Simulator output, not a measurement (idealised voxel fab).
process module | voxel transistor to metal
cross-section cut | 295 nm wide | cells 5 nm
A cross-section is a grid of square cells, given in bands from the top down. A band is one or more rows of cells.
Each band's line starts with the height of the band's top and of its bottom, in nm. Then come its materials from left to right, each with its width in nm. One material with "throughout" fills the band from edge to edge. "air" is empty space.
Height 0 is the level under which the wafer as received is all one material. The lowest band goes on downwards, as in "0 down".
A width such as "30 to 40" changes by the same amount from each row of cells to the next, from the band's top row to its bottom row.
"no change" after a step means that no cell of the cross-section changed.
closed voids: empty space of 8 cells or more with no open way to the top, each as width x height at its distance from the left edge, in nm
after a step's settings: what the simulator itself notes on the step
overlay nm, on a step with a mask: how far to the right of its planned place the mask lay; to the left if negative
plan
1 op RECEIVE | material Si
2 op OXIDIZE | depth nm 5
3 op CONFORMAL_DEP | material SiN | thk nm 15
4 op DIRECTIONAL_DEP | material aC | thk nm 10
5 op PATTERN | tone cover | mask id ACTIVE | material resist | width nm 95 | pitch nm 125 | thk nm 30 | overlay nm 0
6 op DIRECTIONAL_ETCH | etch materials aC | depth nm 10
7 op STRIP | etch materials resist
8 op DIRECTIONAL_ETCH | etch materials SiN | depth nm 15
9 op DIRECTIONAL_ETCH | etch materials SiO2 | depth nm 5
10 op DIRECTIONAL_ETCH | etch materials Si | depth nm 35
11 op STRIP | etch materials aC
12 op OXIDIZE | depth nm 5
13 op FILL_DEP | material SiO2 | thk nm 15
14 op CMP | height nm 15
15 op SELECTIVE_ETCH | etch materials SiO2 | depth nm 5
16 op STRIP | etch materials SiN
17 op SELECTIVE_ETCH | etch materials SiO2 | depth nm 5
18 op OXIDIZE | depth nm 5
19 op DIRECTIONAL_DEP | material polySi | thk nm 30
20 op DIRECTIONAL_DEP | material SiCN | thk nm 15
21 op MASKED_ETCH | tone cover | mask id GATE | width nm 25 | pitch nm 125 | etch materials SiCN | depth nm 25 | overlay nm 0
22 op MASKED_ETCH | tone cover | mask id GATE | width nm 25 | pitch nm 125 | etch materials polySi | depth nm 40 | overlay nm 0
23 op CONFORMAL_DEP | material SiN | thk nm 5
24 op DIRECTIONAL_ETCH | etch materials SiN | depth nm 5
25 op DIRECTIONAL_ETCH | etch materials SiO2 | depth nm 5
26 op EPI | material nSi | thk nm 5
27 op FILL_DEP | material SiO2 | thk nm 5
28 op CMP | height nm 40
29 op DIRECTIONAL_DEP | material SiO2 | thk nm 10
30 op DIRECTIONAL_DEP | material aC | thk nm 10
31 op PATTERN | tone open | mask id CONTACT | material resist | width nm 25 | thk nm 30 | overlay nm 0
32 op DIRECTIONAL_ETCH | etch materials aC | depth nm 10
33 op STRIP | etch materials resist
34 op DIRECTIONAL_ETCH | etch materials SiO2 | depth nm 55
35 op STRIP | etch materials aC
36 op CONFORMAL_DEP | material TiN | thk nm 5
37 op FILL_DEP | material Ru | thk nm 10
38 op CMP | height nm 50
39 op DIRECTIONAL_DEP | material TiN | thk nm 5
40 op DIRECTIONAL_DEP | material W | thk nm 15
41 op DIRECTIONAL_DEP | material aC | thk nm 15
42 op PATTERN | tone cover | mask id METAL_1 | material resist | width nm 15 | thk nm 35 | overlay nm 0
43 op DIRECTIONAL_ETCH | etch materials aC | depth nm 15
44 op STRIP | etch materials resist
45 op DIRECTIONAL_ETCH | etch materials W | depth nm 15
46 op DIRECTIONAL_ETCH | etch materials TiN | depth nm 5
47 op STRIP | etch materials aC
48 op FILL_DEP | material SiO2 | thk nm 5
49 op CMP | height nm 70
50 op CONFORMAL_DEP | material SiN | thk nm 5
first wafer, as planned
as received, after step 1
  0 down: Si throughout
  closed voids: none
after step 2
  0 to -5: SiO2 throughout
  below -5: unchanged
after step 3
  15 to 0: SiN throughout
  below 0: unchanged
after step 4
  25 to 15: aC throughout
  below 15: unchanged
after step 5
  55 to 25: air 35 | resist 95 | air 30 | resist 95 | air 40
  below 25: unchanged
after step 6
  45 to 25: air 35 | resist 95 | air 30 | resist 95 | air 40
  25 to 15: air 35 | aC 95 | air 30 | aC 95 | air 40
  below 15: unchanged
after step 7
  25 to 15: air 35 | aC 95 | air 30 | aC 95 | air 40
  below 15: unchanged
after step 8
  25 to 15: air 35 | aC 95 | air 30 | aC 95 | air 40
  15 to 0: air 35 | SiN 95 | air 30 | SiN 95 | air 40
  below 0: unchanged
after step 9
  25 to 15: air 35 | aC 95 | air 30 | aC 95 | air 40
  15 to 0: air 35 | SiN 95 | air 30 | SiN 95 | air 40
  0 to -5: air 35 | SiO2 95 | air 30 | SiO2 95 | air 40
  below -5: unchanged
after step 10
  25 to 15: air 35 | aC 95 | air 30 | aC 95 | air 40
  15 to 0: air 35 | SiN 95 | air 30 | SiN 95 | air 40
  0 to -5: air 35 | SiO2 95 | air 30 | SiO2 95 | air 40
  -5 to -40: air 35 | Si 95 | air 30 | Si 95 | air 40
  below -40: unchanged
after step 11
  15 to 0: air 35 | SiN 95 | air 30 | SiN 95 | air 40
  below 0: unchanged
after step 12
  15 to 0: air 35 | SiN 95 | air 30 | SiN 95 | air 40
  0 to -5: air 35 | SiO2 95 | air 30 | SiO2 95 | air 40
  -5 to -40: air 35 | SiO2 5 | Si 85 | SiO2 5 | air 30 | SiO2 5 | Si 85 | SiO2 5 | air 40
  -40 to -45: SiO2 40 | Si 85 | SiO2 40 | Si 85 | SiO2 45
  below -45: unchanged
after step 13
  30 to 15: SiO2 throughout
  15 to 0: SiO2 35 | SiN 95 | SiO2 30 | SiN 95 | SiO2 40
  0 to -5: SiO2 throughout
  -5 to -45: SiO2 40 | Si 85 | SiO2 40 | Si 85 | SiO2 45
  below -45: unchanged
after step 14
  15 to 0: SiO2 35 | SiN 95 | SiO2 30 | SiN 95 | SiO2 40
  below 0: unchanged
after step 15
  15 to 10: air 35 | SiN 95 | air 30 | SiN 95 | air 40
  below 10: unchanged
after step 16
  10 to 0: SiO2 35 | air 95 | SiO2 30 | air 95 | SiO2 40
  below 0: unchanged
after step 17
  5 to -5: SiO2 30 | air 105 | SiO2 20 | air 105 | SiO2 35
  below -5: unchanged
after step 18
  5 to -5: SiO2 30 | air 105 | SiO2 20 | air 105 | SiO2 35
  -5 to -10: SiO2 throughout
  below -10: unchanged
after step 19
  35 to 25: polySi 30 | air 105 | polySi 20 | air 105 | polySi 35
  25 to 5: polySi throughout
  5 to -5: SiO2 30 | polySi 105 | SiO2 20 | polySi 105 | SiO2 35
  below -5: unchanged
after step 20
  50 to 40: SiCN 30 | air 105 | SiCN 20 | air 105 | SiCN 35
  40 to 35: SiCN throughout
  35 to 25: polySi 30 | SiCN 105 | polySi 20 | SiCN 105 | polySi 35
  below 25: unchanged
after step 21
  40 to 35: air 70 | SiCN 25 | air 100 | SiCN 25 | air 75
  35 to 25: polySi 30 | air 40 | SiCN 25 | air 40 | polySi 20 | air 40 | SiCN 25 | air 40 | polySi 35
  below 25: unchanged
after step 22
  40 to 25: air 70 | SiCN 25 | air 100 | SiCN 25 | air 75
  25 to 5: air 70 | polySi 25 | air 100 | polySi 25 | air 75
  5 to -5: SiO2 30 | air 40 | polySi 25 | air 40 | SiO2 20 | air 40 | polySi 25 | air 40 | SiO2 35
  below -5: unchanged
after step 23
  45 to 40: air 65 | SiN 35 | air 90 | SiN 35 | air 70
  40 to 25: air 65 | SiN 5 | SiCN 25 | SiN 5 | air 90 | SiN 5 | SiCN 25 | SiN 5 | air 70
  25 to 10: air 65 | SiN 5 | polySi 25 | SiN 5 | air 90 | SiN 5 | polySi 25 | SiN 5 | air 70
  10 to 5: SiN 35 | air 30 | SiN 5 | polySi 25 | SiN 5 | air 30 | SiN 30 | air 30 | SiN 5 | polySi 25 | SiN 5 | air 30 | SiN 40
  5 to 0: SiO2 30 | SiN 5 | air 30 | SiN 5 | polySi 25 | SiN 5 | air 30 | SiN 5 | SiO2 20 | SiN 5 | air 30 | SiN 5 | polySi 25 | SiN 5 | air 30 | SiN 5 | SiO2 35
  0 to -5: SiO2 30 | SiN 40 | polySi 25 | SiN 40 | SiO2 20 | SiN 40 | polySi 25 | SiN 40 | SiO2 35
  below -5: unchanged
after step 24
  40 to 25: air 65 | SiN 5 | SiCN 25 | SiN 5 | air 90 | SiN 5 | SiCN 25 | SiN 5 | air 70
  25 to 5: air 65 | SiN 5 | polySi 25 | SiN 5 | air 90 | SiN 5 | polySi 25 | SiN 5 | air 70
  5 to -5: SiO2 30 | SiN 5 | air 30 | SiN 5 | polySi 25 | SiN 5 | air 30 | SiN 5 | SiO2 20 | SiN 5 | air 30 | SiN 5 | polySi 25 | SiN 5 | air 30 | SiN 5 | SiO2 35
  below -5: unchanged
after step 25
  40 to 25: air 65 | SiN 5 | SiCN 25 | SiN 5 | air 90 | SiN 5 | SiCN 25 | SiN 5 | air 70
  25 to 5: air 65 | SiN 5 | polySi 25 | SiN 5 | air 90 | SiN 5 | polySi 25 | SiN 5 | air 70
  5 to 0: air 30 | SiN 5 | air 30 | SiN 5 | polySi 25 | SiN 5 | air 30 | SiN 5 | air 20 | SiN 5 | air 30 | SiN 5 | polySi 25 | SiN 5 | air 30 | SiN 5 | air 35
  0 to -5: SiO2 30 | SiN 5 | air 30 | SiN 5 | polySi 25 | SiN 5 | air 30 | SiN 5 | SiO2 20 | SiN 5 | air 30 | SiN 5 | polySi 25 | SiN 5 | air 30 | SiN 5 | SiO2 35
  -5 to -10: SiO2 35 | air 30 | SiO2 35 | air 30 | SiO2 30 | air 30 | SiO2 35 | air 30 | SiO2 40
  below -10: unchanged
after step 26
  40 to 25: air 65 | SiN 5 | SiCN 25 | SiN 5 | air 90 | SiN 5 | SiCN 25 | SiN 5 | air 70
  25 to 5: air 65 | SiN 5 | polySi 25 | SiN 5 | air 90 | SiN 5 | polySi 25 | SiN 5 | air 70
  5 to 0: air 30 | SiN 5 | air 30 | SiN 5 | polySi 25 | SiN 5 | air 30 | SiN 5 | air 20 | SiN 5 | air 30 | SiN 5 | polySi 25 | SiN 5 | air 30 | SiN 5 | air 35
  0 to -5: SiO2 30 | SiN 5 | air 30 | SiN 5 | polySi 25 | SiN 5 | air 30 | SiN 5 | SiO2 20 | SiN 5 | air 30 | SiN 5 | polySi 25 | SiN 5 | air 30 | SiN 5 | SiO2 35
  -5 to -10: SiO2 35 | nSi 30 | SiO2 35 | nSi 30 | SiO2 30 | nSi 30 | SiO2 35 | nSi 30 | SiO2 40
  below -10: unchanged
after step 27
  45 to 40: SiO2 throughout
  40 to 25: SiO2 65 | SiN 5 | SiCN 25 | SiN 5 | SiO2 90 | SiN 5 | SiCN 25 | SiN 5 | SiO2 70
  25 to 5: SiO2 65 | SiN 5 | polySi 25 | SiN 5 | SiO2 90 | SiN 5 | polySi 25 | SiN 5 | SiO2 70
  5 to -5: SiO2 30 | SiN 5 | SiO2 30 | SiN 5 | polySi 25 | SiN 5 | SiO2 30 | SiN 5 | SiO2 20 | SiN 5 | SiO2 30 | SiN 5 | polySi 25 | SiN 5 | SiO2 30 | SiN 5 | SiO2 35
  below -5: unchanged
after step 28
  40 to 25: SiO2 65 | SiN 5 | SiCN 25 | SiN 5 | SiO2 90 | SiN 5 | SiCN 25 | SiN 5 | SiO2 70
  below 25: unchanged
after step 29
  50 to 40: SiO2 throughout
  below 40: unchanged
after step 30
  60 to 50: aC throughout
  below 50: unchanged
after step 31
  90 to 60: resist 40 | air 25 | resist 35 | air 25 | resist 40 | air 25 | resist 35 | air 25 | resist 45
  below 60: unchanged
after step 32
  80 to 60: resist 40 | air 25 | resist 35 | air 25 | resist 40 | air 25 | resist 35 | air 25 | resist 45
  60 to 50: aC 40 | air 25 | aC 35 | air 25 | aC 40 | air 25 | aC 35 | air 25 | aC 45
  below 50: unchanged
after step 33
  60 to 50: aC 40 | air 25 | aC 35 | air 25 | aC 40 | air 25 | aC 35 | air 25 | aC 45
  below 50: unchanged
after step 34
  60 to 50: aC 40 | air 25 | aC 35 | air 25 | aC 40 | air 25 | aC 35 | air 25 | aC 45
  50 to 40: SiO2 40 | air 25 | SiO2 35 | air 25 | SiO2 40 | air 25 | SiO2 35 | air 25 | SiO2 45
  40 to 25: SiO2 40 | air 25 | SiN 5 | SiCN 25 | SiN 5 | air 25 | SiO2 40 | air 25 | SiN 5 | SiCN 25 | SiN 5 | air 25 | SiO2 45
  25 to 5: SiO2 40 | air 25 | SiN 5 | polySi 25 | SiN 5 | air 25 | SiO2 40 | air 25 | SiN 5 | polySi 25 | SiN 5 | air 25 | SiO2 45
  5 to -5: SiO2 30 | SiN 5 | SiO2 5 | air 25 | SiN 5 | polySi 25 | SiN 5 | air 25 | SiO2 5 | SiN 5 | SiO2 20 | SiN 5 | SiO2 5 | air 25 | SiN 5 | polySi 25 | SiN 5 | air 25 | SiO2 5 | SiN 5 | SiO2 35
  below -5: unchanged
after step 35
  50 to 40: SiO2 40 | air 25 | SiO2 35 | air 25 | SiO2 40 | air 25 | SiO2 35 | air 25 | SiO2 45
  below 40: unchanged
after step 36
  55 to 50: TiN 45 | air 15 | TiN 45 | air 15 | TiN 50 | air 15 | TiN 45 | air 15 | TiN 50
  50 to 40: SiO2 40 | TiN 5 | air 15 | TiN 5 | SiO2 35 | TiN 5 | air 15 | TiN 5 | SiO2 40 | TiN 5 | air 15 | TiN 5 | SiO2 35 | TiN 5 | air 15 | TiN 5 | SiO2 45
  40 to 25: SiO2 40 | TiN 5 | air 15 | TiN 5 | SiN 5 | SiCN 25 | SiN 5 | TiN 5 | air 15 | TiN 5 | SiO2 40 | TiN 5 | air 15 | TiN 5 | SiN 5 | SiCN 25 | SiN 5 | TiN 5 | air 15 | TiN 5 | SiO2 45
  25 to 5: SiO2 40 | TiN 5 | air 15 | TiN 5 | SiN 5 | polySi 25 | SiN 5 | TiN 5 | air 15 | TiN 5 | SiO2 40 | TiN 5 | air 15 | TiN 5 | SiN 5 | polySi 25 | SiN 5 | TiN 5 | air 15 | TiN 5 | SiO2 45
  5 to 0: SiO2 30 | SiN 5 | SiO2 5 | TiN 5 | air 15 | TiN 5 | SiN 5 | polySi 25 | SiN 5 | TiN 5 | air 15 | TiN 5 | SiO2 5 | SiN 5 | SiO2 20 | SiN 5 | SiO2 5 | TiN 5 | air 15 | TiN 5 | SiN 5 | polySi 25 | SiN 5 | TiN 5 | air 15 | TiN 5 | SiO2 5 | SiN 5 | SiO2 35
  0 to -5: SiO2 30 | SiN 5 | SiO2 5 | TiN 25 | SiN 5 | polySi 25 | SiN 5 | TiN 25 | SiO2 5 | SiN 5 | SiO2 20 | SiN 5 | SiO2 5 | TiN 25 | SiN 5 | polySi 25 | SiN 5 | TiN 25 | SiO2 5 | SiN 5 | SiO2 35
  below -5: unchanged
after step 37
  65 to 55: Ru throughout
  55 to 50: TiN 45 | Ru 15 | TiN 45 | Ru 15 | TiN 50 | Ru 15 | TiN 45 | Ru 15 | TiN 50
  50 to 40: SiO2 40 | TiN 5 | Ru 15 | TiN 5 | SiO2 35 | TiN 5 | Ru 15 | TiN 5 | SiO2 40 | TiN 5 | Ru 15 | TiN 5 | SiO2 35 | TiN 5 | Ru 15 | TiN 5 | SiO2 45
  40 to 25: SiO2 40 | TiN 5 | Ru 15 | TiN 5 | SiN 5 | SiCN 25 | SiN 5 | TiN 5 | Ru 15 | TiN 5 | SiO2 40 | TiN 5 | Ru 15 | TiN 5 | SiN 5 | SiCN 25 | SiN 5 | TiN 5 | Ru 15 | TiN 5 | SiO2 45
  25 to 5: SiO2 40 | TiN 5 | Ru 15 | TiN 5 | SiN 5 | polySi 25 | SiN 5 | TiN 5 | Ru 15 | TiN 5 | SiO2 40 | TiN 5 | Ru 15 | TiN 5 | SiN 5 | polySi 25 | SiN 5 | TiN 5 | Ru 15 | TiN 5 | SiO2 45
  5 to 0: SiO2 30 | SiN 5 | SiO2 5 | TiN 5 | Ru 15 | TiN 5 | SiN 5 | polySi 25 | SiN 5 | TiN 5 | Ru 15 | TiN 5 | SiO2 5 | SiN 5 | SiO2 20 | SiN 5 | SiO2 5 | TiN 5 | Ru 15 | TiN 5 | SiN 5 | polySi 25 | SiN 5 | TiN 5 | Ru 15 | TiN 5 | SiO2 5 | SiN 5 | SiO2 35
  below 0: unchanged
after step 38
  50 to 40: SiO2 40 | TiN 5 | Ru 15 | TiN 5 | SiO2 35 | TiN 5 | Ru 15 | TiN 5 | SiO2 40 | TiN 5 | Ru 15 | TiN 5 | SiO2 35 | TiN 5 | Ru 15 | TiN 5 | SiO2 45
  below 40: unchanged
after step 39
  55 to 50: TiN throughout
  below 50: unchanged
after step 40
  70 to 55: W throughout
  below 55: unchanged
after step 41
  85 to 70: aC throughout
  below 70: unchanged
after step 42
  120 to 85: air 40 | resist 15 | air 55 | resist 15 | air 40 | resist 15 | air 55 | resist 15 | air 45
  below 85: unchanged
after step 43
  105 to 85: air 40 | resist 15 | air 55 | resist 15 | air 40 | resist 15 | air 55 | resist 15 | air 45
  85 to 70: air 40 | aC 15 | air 55 | aC 15 | air 40 | aC 15 | air 55 | aC 15 | air 45
  below 70: unchanged
after step 44
  85 to 70: air 40 | aC 15 | air 55 | aC 15 | air 40 | aC 15 | air 55 | aC 15 | air 45
  below 70: unchanged
after step 45
  85 to 70: air 40 | aC 15 | air 55 | aC 15 | air 40 | aC 15 | air 55 | aC 15 | air 45
  70 to 55: air 40 | W 15 | air 55 | W 15 | air 40 | W 15 | air 55 | W 15 | air 45
  below 55: unchanged
after step 46
  85 to 70: air 40 | aC 15 | air 55 | aC 15 | air 40 | aC 15 | air 55 | aC 15 | air 45
  70 to 55: air 40 | W 15 | air 55 | W 15 | air 40 | W 15 | air 55 | W 15 | air 45
  55 to 50: air 40 | TiN 15 | air 55 | TiN 15 | air 40 | TiN 15 | air 55 | TiN 15 | air 45
  below 50: unchanged
after step 47
  70 to 55: air 40 | W 15 | air 55 | W 15 | air 40 | W 15 | air 55 | W 15 | air 45
  below 55: unchanged
after step 48
  75 to 70: SiO2 throughout
  70 to 55: SiO2 40 | W 15 | SiO2 55 | W 15 | SiO2 40 | W 15 | SiO2 55 | W 15 | SiO2 45
  55 to 50: SiO2 40 | TiN 15 | SiO2 55 | TiN 15 | SiO2 40 | TiN 15 | SiO2 55 | TiN 15 | SiO2 45
  below 50: unchanged
after step 49
  70 to 55: SiO2 40 | W 15 | SiO2 55 | W 15 | SiO2 40 | W 15 | SiO2 55 | W 15 | SiO2 45
  below 55: unchanged
after step 50
  75 to 70: SiN throughout
  below 70: unchanged
second wafer: like start, like plan, one mistake. Through step 15 it matches the first wafer
when step 16 should have ended
  15 to 5: air 35 | SiN 95 | air 30 | SiN 95 | air 40
  below 5: unchanged
when step 17 should have ended
  5 to 0: SiO2 35 | air 95 | SiO2 30 | air 95 | SiO2 40
  below 0: unchanged
when step 18 should have ended: no change
when step 19 should have ended
  35 to 30: polySi 35 | air 95 | polySi 30 | air 95 | polySi 40
  30 to 5: polySi throughout
  5 to 0: SiO2 35 | polySi 95 | SiO2 30 | polySi 95 | SiO2 40
  below 0: unchanged
when step 20 should have ended
  50 to 45: SiCN 35 | air 95 | SiCN 30 | air 95 | SiCN 40
  45 to 35: SiCN throughout
  35 to 30: polySi 35 | SiCN 95 | polySi 30 | SiCN 95 | polySi 40
  below 30: unchanged
when step 21 should have ended
  45 to 35: air 70 | SiCN 25 | air 100 | SiCN 25 | air 75
  35 to 30: polySi 35 | air 35 | SiCN 25 | air 35 | polySi 30 | air 35 | SiCN 25 | air 35 | polySi 40
  below 30: unchanged
when step 22 should have ended
  45 to 30: air 70 | SiCN 25 | air 100 | SiCN 25 | air 75
  30 to 5: air 70 | polySi 25 | air 100 | polySi 25 | air 75
  5 to 0: SiO2 35 | air 35 | polySi 25 | air 35 | SiO2 30 | air 35 | polySi 25 | air 35 | SiO2 40
  below 0: unchanged
when step 23 should have ended
  50 to 45: air 65 | SiN 35 | air 90 | SiN 35 | air 70
  45 to 30: air 65 | SiN 5 | SiCN 25 | SiN 5 | air 90 | SiN 5 | SiCN 25 | SiN 5 | air 70
  30 to 10: air 65 | SiN 5 | polySi 25 | SiN 5 | air 90 | SiN 5 | polySi 25 | SiN 5 | air 70
  10 to 5: SiN 40 | air 25 | SiN 5 | polySi 25 | SiN 5 | air 25 | SiN 40 | air 25 | SiN 5 | polySi 25 | SiN 5 | air 25 | SiN 45
  5 to 0: SiO2 35 | SiN 35 | polySi 25 | SiN 35 | SiO2 30 | SiN 35 | polySi 25 | SiN 35 | SiO2 40
  below 0: unchanged
when step 24 should have ended
  45 to 30: air 65 | SiN 5 | SiCN 25 | SiN 5 | air 90 | SiN 5 | SiCN 25 | SiN 5 | air 70
  30 to 5: air 65 | SiN 5 | polySi 25 | SiN 5 | air 90 | SiN 5 | polySi 25 | SiN 5 | air 70
  5 to 0: SiO2 35 | SiN 5 | air 25 | SiN 5 | polySi 25 | SiN 5 | air 25 | SiN 5 | SiO2 30 | SiN 5 | air 25 | SiN 5 | polySi 25 | SiN 5 | air 25 | SiN 5 | SiO2 40
  below 0: unchanged
when step 25 should have ended
  45 to 30: air 65 | SiN 5 | SiCN 25 | SiN 5 | air 90 | SiN 5 | SiCN 25 | SiN 5 | air 70
  30 to 5: air 65 | SiN 5 | polySi 25 | SiN 5 | air 90 | SiN 5 | polySi 25 | SiN 5 | air 70
  5 to 0: air 35 | SiN 5 | air 25 | SiN 5 | polySi 25 | SiN 5 | air 25 | SiN 5 | air 30 | SiN 5 | air 25 | SiN 5 | polySi 25 | SiN 5 | air 25 | SiN 5 | air 40
  0 to -5: SiO2 40 | air 25 | SiO2 35 | air 25 | SiO2 40 | air 25 | SiO2 35 | air 25 | SiO2 45
  below -5: unchanged
when step 26 should have ended
  45 to 30: air 65 | SiN 5 | SiCN 25 | SiN 5 | air 90 | SiN 5 | SiCN 25 | SiN 5 | air 70
  30 to 5: air 65 | SiN 5 | polySi 25 | SiN 5 | air 90 | SiN 5 | polySi 25 | SiN 5 | air 70
  5 to 0: air 35 | SiN 5 | air 25 | SiN 5 | polySi 25 | SiN 5 | air 25 | SiN 5 | air 30 | SiN 5 | air 25 | SiN 5 | polySi 25 | SiN 5 | air 25 | SiN 5 | air 40
  0 to -5: SiO2 40 | nSi 25 | SiO2 35 | nSi 25 | SiO2 40 | nSi 25 | SiO2 35 | nSi 25 | SiO2 45
  below -5: unchanged
when step 27 should have ended
  50 to 45: SiO2 throughout
  45 to 30: SiO2 65 | SiN 5 | SiCN 25 | SiN 5 | SiO2 90 | SiN 5 | SiCN 25 | SiN 5 | SiO2 70
  30 to 5: SiO2 65 | SiN 5 | polySi 25 | SiN 5 | SiO2 90 | SiN 5 | polySi 25 | SiN 5 | SiO2 70
  5 to 0: SiO2 35 | SiN 5 | SiO2 25 | SiN 5 | polySi 25 | SiN 5 | SiO2 25 | SiN 5 | SiO2 30 | SiN 5 | SiO2 25 | SiN 5 | polySi 25 | SiN 5 | SiO2 25 | SiN 5 | SiO2 40
  below 0: unchanged
when step 28 should have ended
  40 to 30: SiO2 65 | SiN 5 | SiCN 25 | SiN 5 | SiO2 90 | SiN 5 | SiCN 25 | SiN 5 | SiO2 70
  below 30: unchanged
when step 29 should have ended
  50 to 40: SiO2 throughout
  below 40: unchanged
when step 30 should have ended
  60 to 50: aC throughout
  below 50: unchanged
when step 31 should have ended
  90 to 60: resist 40 | air 25 | resist 35 | air 25 | resist 40 | air 25 | resist 35 | air 25 | resist 45
  below 60: unchanged
when step 32 should have ended
  80 to 60: resist 40 | air 25 | resist 35 | air 25 | resist 40 | air 25 | resist 35 | air 25 | resist 45
  60 to 50: aC 40 | air 25 | aC 35 | air 25 | aC 40 | air 25 | aC 35 | air 25 | aC 45
  below 50: unchanged
when step 33 should have ended
  60 to 50: aC 40 | air 25 | aC 35 | air 25 | aC 40 | air 25 | aC 35 | air 25 | aC 45
  below 50: unchanged
when step 34 should have ended
  60 to 50: aC 40 | air 25 | aC 35 | air 25 | aC 40 | air 25 | aC 35 | air 25 | aC 45
  50 to 40: SiO2 40 | air 25 | SiO2 35 | air 25 | SiO2 40 | air 25 | SiO2 35 | air 25 | SiO2 45
  40 to 30: SiO2 40 | air 25 | SiN 5 | SiCN 25 | SiN 5 | air 25 | SiO2 40 | air 25 | SiN 5 | SiCN 25 | SiN 5 | air 25 | SiO2 45
  30 to 5: SiO2 40 | air 25 | SiN 5 | polySi 25 | SiN 5 | air 25 | SiO2 40 | air 25 | SiN 5 | polySi 25 | SiN 5 | air 25 | SiO2 45
  5 to 0: SiO2 35 | SiN 5 | air 25 | SiN 5 | polySi 25 | SiN 5 | air 25 | SiN 5 | SiO2 30 | SiN 5 | air 25 | SiN 5 | polySi 25 | SiN 5 | air 25 | SiN 5 | SiO2 40
  below 0: unchanged
when step 35 should have ended
  50 to 40: SiO2 40 | air 25 | SiO2 35 | air 25 | SiO2 40 | air 25 | SiO2 35 | air 25 | SiO2 45
  below 40: unchanged
when step 36 should have ended
  55 to 50: TiN 45 | air 15 | TiN 45 | air 15 | TiN 50 | air 15 | TiN 45 | air 15 | TiN 50
  50 to 40: SiO2 40 | TiN 5 | air 15 | TiN 5 | SiO2 35 | TiN 5 | air 15 | TiN 5 | SiO2 40 | TiN 5 | air 15 | TiN 5 | SiO2 35 | TiN 5 | air 15 | TiN 5 | SiO2 45
  40 to 30: SiO2 40 | TiN 5 | air 15 | TiN 5 | SiN 5 | SiCN 25 | SiN 5 | TiN 5 | air 15 | TiN 5 | SiO2 40 | TiN 5 | air 15 | TiN 5 | SiN 5 | SiCN 25 | SiN 5 | TiN 5 | air 15 | TiN 5 | SiO2 45
  30 to 5: SiO2 40 | TiN 5 | air 15 | TiN 5 | SiN 5 | polySi 25 | SiN 5 | TiN 5 | air 15 | TiN 5 | SiO2 40 | TiN 5 | air 15 | TiN 5 | SiN 5 | polySi 25 | SiN 5 | TiN 5 | air 15 | TiN 5 | SiO2 45
  5 to 0: SiO2 35 | SiN 5 | TiN 25 | SiN 5 | polySi 25 | SiN 5 | TiN 25 | SiN 5 | SiO2 30 | SiN 5 | TiN 25 | SiN 5 | polySi 25 | SiN 5 | TiN 25 | SiN 5 | SiO2 40
  below 0: unchanged
when step 37 should have ended
  65 to 55: Ru throughout
  55 to 50: TiN 45 | Ru 15 | TiN 45 | Ru 15 | TiN 50 | Ru 15 | TiN 45 | Ru 15 | TiN 50
  50 to 40: SiO2 40 | TiN 5 | Ru 15 | TiN 5 | SiO2 35 | TiN 5 | Ru 15 | TiN 5 | SiO2 40 | TiN 5 | Ru 15 | TiN 5 | SiO2 35 | TiN 5 | Ru 15 | TiN 5 | SiO2 45
  40 to 30: SiO2 40 | TiN 5 | Ru 15 | TiN 5 | SiN 5 | SiCN 25 | SiN 5 | TiN 5 | Ru 15 | TiN 5 | SiO2 40 | TiN 5 | Ru 15 | TiN 5 | SiN 5 | SiCN 25 | SiN 5 | TiN 5 | Ru 15 | TiN 5 | SiO2 45
  30 to 5: SiO2 40 | TiN 5 | Ru 15 | TiN 5 | SiN 5 | polySi 25 | SiN 5 | TiN 5 | Ru 15 | TiN 5 | SiO2 40 | TiN 5 | Ru 15 | TiN 5 | SiN 5 | polySi 25 | SiN 5 | TiN 5 | Ru 15 | TiN 5 | SiO2 45
  below 5: unchanged
when step 38 should have ended
  50 to 40: SiO2 40 | TiN 5 | Ru 15 | TiN 5 | SiO2 35 | TiN 5 | Ru 15 | TiN 5 | SiO2 40 | TiN 5 | Ru 15 | TiN 5 | SiO2 35 | TiN 5 | Ru 15 | TiN 5 | SiO2 45
  below 40: unchanged
when step 39 should have ended
  55 to 50: TiN throughout
  below 50: unchanged
when step 40 should have ended
  70 to 55: W throughout
  below 55: unchanged
when step 41 should have ended
  85 to 70: aC throughout
  below 70: unchanged
when step 42 should have ended
  120 to 85: air 40 | resist 15 | air 55 | resist 15 | air 40 | resist 15 | air 55 | resist 15 | air 45
  below 85: unchanged
when step 43 should have ended
  105 to 85: air 40 | resist 15 | air 55 | resist 15 | air 40 | resist 15 | air 55 | resist 15 | air 45
  85 to 70: air 40 | aC 15 | air 55 | aC 15 | air 40 | aC 15 | air 55 | aC 15 | air 45
  below 70: unchanged
when step 44 should have ended
  85 to 70: air 40 | aC 15 | air 55 | aC 15 | air 40 | aC 15 | air 55 | aC 15 | air 45
  below 70: unchanged
when step 45 should have ended
  85 to 70: air 40 | aC 15 | air 55 | aC 15 | air 40 | aC 15 | air 55 | aC 15 | air 45
  70 to 55: air 40 | W 15 | air 55 | W 15 | air 40 | W 15 | air 55 | W 15 | air 45
  below 55: unchanged
when step 46 should have ended
  85 to 70: air 40 | aC 15 | air 55 | aC 15 | air 40 | aC 15 | air 55 | aC 15 | air 45
  70 to 55: air 40 | W 15 | air 55 | W 15 | air 40 | W 15 | air 55 | W 15 | air 45
  55 to 50: air 40 | TiN 15 | air 55 | TiN 15 | air 40 | TiN 15 | air 55 | TiN 15 | air 45
  below 50: unchanged
when step 47 should have ended
  70 to 55: air 40 | W 15 | air 55 | W 15 | air 40 | W 15 | air 55 | W 15 | air 45
  below 55: unchanged
when step 48 should have ended
  75 to 70: SiO2 throughout
  70 to 55: SiO2 40 | W 15 | SiO2 55 | W 15 | SiO2 40 | W 15 | SiO2 55 | W 15 | SiO2 45
  55 to 50: SiO2 40 | TiN 15 | SiO2 55 | TiN 15 | SiO2 40 | TiN 15 | SiO2 55 | TiN 15 | SiO2 45
  below 50: unchanged
when step 49 should have ended
  70 to 55: SiO2 40 | W 15 | SiO2 55 | W 15 | SiO2 40 | W 15 | SiO2 55 | W 15 | SiO2 45
  below 55: unchanged
when step 50 should have ended
  75 to 70: SiN throughout
  below 70: unchanged
what went wrong: steps 16 and 17 were swapped
at the end the second wafer has, in cells: 12 fewer of Ru | 34 more of Si | 10 fewer of SiCN | 8 fewer of SiN | 8 more of SiO2 | 8 fewer of TiN | 4 fewer of nSi
